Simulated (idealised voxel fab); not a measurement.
This section sets out a process module, namely voxel lift off.
Shown is cross-section cut, with a width of 205 nm and square cells of size 5 nm.
A cross-section in this document is a grid of square cells, and it is written down as bands, the top band listed before the ones below it; a band is made up of one or more rows of cells.
It is stipulated that each band's entry specify, in nanometres, the height of the top of the band and then that of its bottom, followed by the materials of the band in left-to-right sequence, each together with its width in nanometres. A single material marked by the word "full width" is understood to fill the band from edge to edge; the word "blank" is understood to denote empty space.
The level at which height equals 0 is the one under which the wafer, as it arrives, is entirely one material. No lower edge exists for the bottom band, which continues downward and is notated as in "0 -> down".
The width entry "30..40" should be interpreted row by row: the top row of cells in the band takes the first number, the bottom row takes the second number, and the change between adjacent rows is uniform throughout.
Key: "no change occurred" - step with no changed cell in the cross-section.
Look at "Closed cavities" for the closed voids: empty spaces with no open path to the top, sized 8 cells or up. Each is width x height at distance, distance from the left edge, all nm.
It should be noted that, on the line of a given step, the content following the step's settings is a remark produced by the simulator itself with respect to that step.
The "overlay nm" setting may appear on a step's line; for a step that uses a mask, it gives how far to the right of its planned position the mask lay, and a negative value indicates the left.

Here's what the planned process steps look like
step 1: op RECEIVE | material Si
step 2: op CONFORMAL_DEP | material Al2O3 | thk nm 15
step 3: op PATTERN | tone open | mask id LINES | material resist | width nm 25 | pitch nm 50 | thk nm 20 | overlay nm 0
step 4: op DIRECTIONAL_DEP | material Ru | thk nm 5
step 5: op STRIP | etch materials resist
step 6: op CONFORMAL_DEP | material SiN | thk nm 10

Wafer, first of two, run as planned

Received-state cross-section, reflecting completion of step 1
	0 -> down: Si full width
	Closed cavities: none

Step 2 complete: cross-section through the wafer
	15 -> 0: Al2O3 full width
	Rest of section, below 0: as before.

Step 3 complete: cross-section through the wafer
	35 -> 15: resist 65 nm, blank 25 nm, resist 25 nm, blank 25 nm, resist 65 nm
	Rest of section, below 15: as before.

Step 4 complete: cross-section through the wafer
	40 -> 35: Ru 65 nm, blank 25 nm, Ru 25 nm, blank 25 nm, Ru 65 nm
	35 -> 20: resist 65 nm, blank 25 nm, resist 25 nm, blank 25 nm, resist 65 nm
	20 -> 15: resist 65 nm, Ru 25 nm, resist 25 nm, Ru 25 nm, resist 65 nm
	Rest of section, below 15: as before.

Step 5 complete: cross-section through the wafer
	20 -> 15: blank 65 nm, Ru 25 nm, blank 25 nm, Ru 25 nm, blank 65 nm
	Rest of section, below 15: as before.

Step 6 complete: cross-section through the wafer
	30 -> 25: blank 55 nm, SiN 45 nm, blank 5 nm, SiN 45 nm, blank 55 nm
	25 -> 20: SiN full width
	20 -> 15: SiN 65 nm, Ru 25 nm, SiN 25 nm, Ru 25 nm, SiN 65 nm
	Rest of section, below 15: as before.

Second wafer: same start and same plan as the first, one execution error; identical to the first through step 1

Second wafer at the planned finish of step 2, seen in cross-section
	30 -> 0: Al2O3 full width
	Rest of section, below 0: as before.

Second wafer at the planned finish of step 3, seen in cross-section
	50 -> 30: resist 65 nm, blank 25 nm, resist 25 nm, blank 25 nm, resist 65 nm
	Rest of section, below 30: as before.

Second wafer at the planned finish of step 4, seen in cross-section
	55 -> 50: Ru 65 nm, blank 25 nm, Ru 25 nm, blank 25 nm, Ru 65 nm
	50 -> 35: resist 65 nm, blank 25 nm, resist 25 nm, blank 25 nm, resist 65 nm
	35 -> 30: resist 65 nm, Ru 25 nm, resist 25 nm, Ru 25 nm, resist 65 nm
	Rest of section, below 30: as before.

Second wafer at the planned finish of step 5, seen in cross-section
	35 -> 30: blank 65 nm, Ru 25 nm, blank 25 nm, Ru 25 nm, blank 65 nm
	Rest of section, below 30: as before.

Second wafer at the planned finish of step 6, seen in cross-section
	45 -> 40: blank 55 nm, SiN 45 nm, blank 5 nm, SiN 45 nm, blank 55 nm
	40 -> 35: SiN full width
	35 -> 30: SiN 65 nm, Ru 25 nm, SiN 25 nm, Ru 25 nm, SiN 65 nm
	Rest of section, below 30: as before.
Plan not followed: yeah, plan step 2 got run twice
Final wafer comparison in cells, second versus first, more or fewer per material: +123 Al2O3
